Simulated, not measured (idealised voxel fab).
Process module heading - voxel capacitor over wiring
215 nm wide, 5 nm square cells: that's cross-section cut.
Format of a cross-section: grid, square cells. Given as bands. Order: top down. Band: one or more rows of cells. Per band: top height and bottom height in nm, followed by the left-to-right materials and their widths in nm; "edge to edge" marks a single material spanning edge to edge, "air" marks empty space. For the purposes of this specification, 0 denotes the height below which the wafer in its as-received condition is composed wholly of one material, and the lowermost band, lacking a lower limit, extends downward without end, as expressed in "from 0 down". Width: "30->40" (first number = top row, second number = bottom row, same change from row to row of cells). No cell of the cross-section changed in a step that is given as "no modifications". Voids not open to the top, 8 cells minimum: see "Tabulated closed voids". Written width x height at distance; distance is from the left edge; nm. Formally, on a step line, whatever follows the settings is a remark that the simulator itself makes on the step. "overlay nm" on a masked step: distance the mask lay right of its planned place, negative for left.

The steps planned for the process are as follows:
step 1: RECEIVE, material Si
step 2: CONFORMAL_DEP, material SiO2, thk nm 15
step 3: DIRECTIONAL_DEP, material TiN, thk nm 5
step 4: DIRECTIONAL_DEP, material W, thk nm 20
step 5: MASKED_ETCH, tone cover, mask id METAL_1, width nm 20, pitch nm 90, etch materials W, depth nm 20, overlay nm 0
step 6: MASKED_ETCH, tone cover, mask id METAL_1, width nm 20, pitch nm 90, etch materials TiN, depth nm 5, overlay nm 0
step 7: FILL_DEP, material SiO2, thk nm 10
step 8: CMP, height nm 40
step 9: CONFORMAL_DEP, material SiCN, thk nm 5
step 10: DIRECTIONAL_DEP, material SiO2, thk nm 15
step 11: MASKED_ETCH, tone open, mask id PLUG_1, width nm 15, etch materials SiO2, depth nm 15, overlay nm 0
step 12: MASKED_ETCH, tone open, mask id PLUG_1, width nm 15, etch materials SiCN, depth nm 5, overlay nm 0
step 13: CONFORMAL_DEP, material TiN, thk nm 5
step 14: FILL_DEP, material Ru, thk nm 5
step 15: CMP, height nm 60
step 16: DIRECTIONAL_DEP, material TiN, thk nm 5
step 17: DIRECTIONAL_DEP, material HfO2, thk nm 5
step 18: DIRECTIONAL_DEP, material TiN, thk nm 5
step 19: PATTERN, tone cover, mask id UPPER_PLATE, material resist, width nm 75, thk nm 20, overlay nm 0
step 20: DIRECTIONAL_ETCH, etch materials TiN, depth nm 5
step 21: DIRECTIONAL_ETCH, etch materials HfO2, depth nm 5
step 22: STRIP, etch materials resist
step 23: MASKED_ETCH, tone cover, mask id LOWER_PLATE, width nm 85, etch materials TiN, depth nm 5, overlay nm 0
step 24: FILL_DEP, material SiO2, thk nm 15
step 25: CMP, height nm 85
step 26: MASKED_ETCH, tone open, mask id PLUG_2, width nm 15, etch materials SiO2, depth nm 10, overlay nm 0
step 27: CONFORMAL_DEP, material TiN, thk nm 5
step 28: FILL_DEP, material W, thk nm 10
step 29: CMP, height nm 85
step 30: CONFORMAL_DEP, material SiN, thk nm 5

Wafer as received: cross-section following step 1:
    from 0 down: Si edge to edge
    Tabulated closed voids: none

One mistake in running the module, otherwise start and plan as above: cross-section at the end:
    from 90 to 85: SiN edge to edge
    from 85 to 80: SiO2 65; TiN 5; W 5; TiN 5; SiO2 135
    from 80 to 75: SiO2 65; TiN 15; SiO2 135
    from 75 to 70: SiO2 edge to edge
    from 70 to 60: SiO2 55->50; TiN 75->85; SiO2 85->80
    from 60 to 45: SiO2 55; TiN 5; Ru 5; TiN 5; SiO2 145
    from 45 to 40: SiCN 55; TiN 15; SiCN 145
    from 40 to 20: SiO2 50; W 20; SiO2 70; W 20; SiO2 55
    from 20 to 15: SiO2 50; TiN 20; SiO2 70; TiN 20; SiO2 55
    from 15 to 0: SiO2 edge to edge
    from 0 down: Si edge to edge
    Tabulated closed voids: none
Plan not followed: step 17 of the plan got skipped, so it never ran
